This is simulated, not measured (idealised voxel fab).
process module | voxel released beams
cross-section cut | 300 nm wide | cells 5 nm
A cross-section is a grid of square cells, given in bands from the top down. A band is one or more rows of cells.
Each band's line starts with the height of the band's top and of its bottom, in nm. Then come its materials from left to right, each with its width in nm. One material with "throughout" fills the band from edge to edge. "air" is empty space.
Height 0 is the level under which the wafer as received is all one material. The lowest band goes on downwards, as in "0 down".
A width such as "30 to 40" changes by the same amount from each row of cells to the next, from the band's top row to its bottom row.
"no change" after a step means that no cell of the cross-section changed.
closed voids: empty space of 8 cells or more with no open way to the top, each as width x height at its distance from the left edge, in nm
after a step's settings: what the simulator itself notes on the step
overlay nm, on a step with a mask: how far to the right of its planned place the mask lay; to the left if negative
plan
1 op RECEIVE | material Si
2 op CONFORMAL_DEP | material Al2O3 | thk nm 10
3 op DIRECTIONAL_DEP | material SiO2 | thk nm 10
4 op DIRECTIONAL_DEP | material aC | thk nm 10
5 op PATTERN | tone open | mask id ANCHOR | material resist | width nm 40 | thk nm 25 | overlay nm 0
6 op DIRECTIONAL_ETCH | etch materials aC | depth nm 10
7 op STRIP | etch materials resist
8 op DIRECTIONAL_ETCH | etch materials SiO2 | depth nm 10
9 op STRIP | etch materials aC
10 op CONFORMAL_DEP | material SiN | thk nm 15
11 op DIRECTIONAL_DEP | material aC | thk nm 15
12 op PATTERN | tone cover | mask id BEAM | material resist | width nm 100 | thk nm 30 | overlay nm 0
13 op DIRECTIONAL_ETCH | etch materials aC | depth nm 15
14 op STRIP | etch materials resist
15 op DIRECTIONAL_ETCH | etch materials SiN | depth nm 15
16 op STRIP | etch materials aC
17 op STRIP | etch materials SiO2
as received, after step 1
  0 down: Si throughout
  closed voids: none
a wafer at the end: this start, this plan, one mistake
  35 to 25: air 95 | SiN 25 | air 5 | SiN 70 | air 105
  25 to 20: air 95 | SiN 100 | air 105
  20 to 10: air 105 | SiN 35 | air 160
  10 to 0: Al2O3 throughout
  0 down: Si throughout
  closed voids: none
what went wrong: step 5 ran as: op PATTERN | tone open | mask id ANCHOR | material resist | width nm 35 | thk nm 25 | overlay nm 0
